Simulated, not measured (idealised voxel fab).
Process module name: voxel gate over fins
Square cells of 5 nm make up the cross-section cut, whose width is 160 nm.
The cross-sections in this document take the form of a grid made of square cells. They are written out as bands, in order from top to bottom. Each band consists of one or more rows of cells.
Look at the band entry: it leads with the top's height and the bottom's height in nm. Then it lists the materials left to right, with a width in nm for each. The word "edge to edge" on a single material says that material fills the band edge to edge. The word "blank" is empty space.
Measure heights from 0. That's the level where, below it, the as-received wafer is all one material. The lowest band is bottomless and extends downward; write it as in "from 0 down".
Think of "30 to 40" as a width that walks from the first number to the second as you go down the band, top row to bottom row, taking equal-sized steps from row to row.
It should be understood that the words "no modifications", when stated for a given step, signify that the cross-section underwent no change in any of its cells during that step.
"Closed void list" - sealed voids, min. 8 cells, no opening to top; format: width x height at distance (distance from left edge; nm throughout).
Where a step's line continues beyond its settings, the continuation is a remark by the simulator itself on that step.
"overlay nm" answers the question of how far to the right of plan the mask lay on a step that has a mask, and when it is negative the answer is to the left.
**These are the steps we planned for the process**
1. RECEIVE with material Si
2. CONFORMAL_DEP with material SiN, thk nm 5
3. PATTERN with tone cover, mask id FINS, material resist, width nm 15, pitch nm 50, thk nm 15, overlay nm 0
4. DIRECTIONAL_ETCH with etch materials SiN, depth nm 5
5. DIRECTIONAL_ETCH with etch materials Si, depth nm 40
6. STRIP with etch materials resist
7. FILL_DEP with material SiO2, thk nm 15
8. CMP with height nm 5
9. DIRECTIONAL_DEP with material aC, thk nm 15
10. PATTERN with tone open, mask id RAIL, material resist, width nm 15, thk nm 30, overlay nm 0
11. DIRECTIONAL_ETCH with etch materials aC, depth nm 15
12. STRIP with etch materials resist
13. DIRECTIONAL_ETCH with etch materials SiO2, depth nm 40
14. STRIP with etch materials aC
15. CONFORMAL_DEP with material TiN, thk nm 5
16. FILL_DEP with material Ru, thk nm 5
17. CMP with height nm 5
18. SELECTIVE_ETCH with etch materials W Ru TiN, depth nm 25
19. FILL_DEP with material SiO2, thk nm 5
20. CMP with height nm 5
21. SELECTIVE_ETCH with etch materials SiO2, depth nm 15
22. STRIP with etch materials SiN
23. CONFORMAL_DEP with material HfO2, thk nm 5
24. CONFORMAL_DEP with material TiN, thk nm 5
25. CONFORMAL_DEP with material TiAl, thk nm 5
26. CONFORMAL_DEP with material TiN, thk nm 5
27. FILL_DEP with material W, thk nm 15
28. CMP with height nm 30
29. CONFORMAL_DEP with material SiCN, thk nm 10
**The cross-section here shows the wafer as received, i.e. in its state after step 1**
	from 0 down = Si edge to edge
	Closed void list: none
**Module complete, cross-section. Starting point and plan per above. One mistake made in running the module**
	from 40 to 30 = SiCN edge to edge
	from 30 to 20 = W edge to edge
	from 20 to 15 = TiN (155) / W (5)
	from 15 to 10 = TiN (5) / TiAl (45) / TiN (5) / TiAl (45) / TiN (5) / TiAl (45) / TiN (5) / W (5)
	from 10 to 5 = TiN (5) / TiAl (5) / TiN (35) / TiAl (5) / TiN (5) / TiAl (5) / TiN (35) / TiAl (5) / TiN (5) / TiAl (5) / TiN (35) / TiAl (5) / TiN (10)
	from 5 to 0 = TiAl (10) / TiN (5) / HfO2 (25) / TiN (5) / TiAl (15) / TiN (5) / HfO2 (25) / TiN (5) / TiAl (15) / TiN (5) / HfO2 (25) / TiN (5) / TiAl (15)
	from 0 to -5 = TiN (15) / HfO2 (5) / Si (15) / HfO2 (5) / TiN (25) / HfO2 (5) / Si (15) / HfO2 (5) / TiN (25) / HfO2 (5) / Si (15) / HfO2 (5) / TiN (20)
	from -5 to -10 = HfO2 (20) / Si (15) / HfO2 (35) / Si (15) / HfO2 (35) / Si (15) / HfO2 (25)
	from -10 to -20 = SiO2 (20) / Si (15) / SiO2 (35) / Si (15) / SiO2 (35) / Si (15) / SiO2 (25)
	from -20 to -30 = Ru (15) / TiN (5) / Si (15) / TiN (10) / SiO2 (15) / TiN (10) / Si (15) / TiN (5) / Ru (25) / TiN (5) / Si (15) / TiN (5) / Ru (20)
	from -30 to -35 = TiN (20) / Si (15) / TiN (10) / SiO2 (15) / TiN (10) / Si (15) / TiN (35) / Si (15) / TiN (25)
	from -35 to -40 = SiO2 (20) / Si (15) / SiO2 (35) / Si (15) / SiO2 (35) / Si (15) / SiO2 (25)
	from -40 down = Si edge to edge
	Closed void list: none
Want to know what went wrong? step 10 did not use the planned setting and instead ran as PATTERN with tone cover, mask id RAIL, material resist, width nm 15, thk nm 30, overlay nm 0
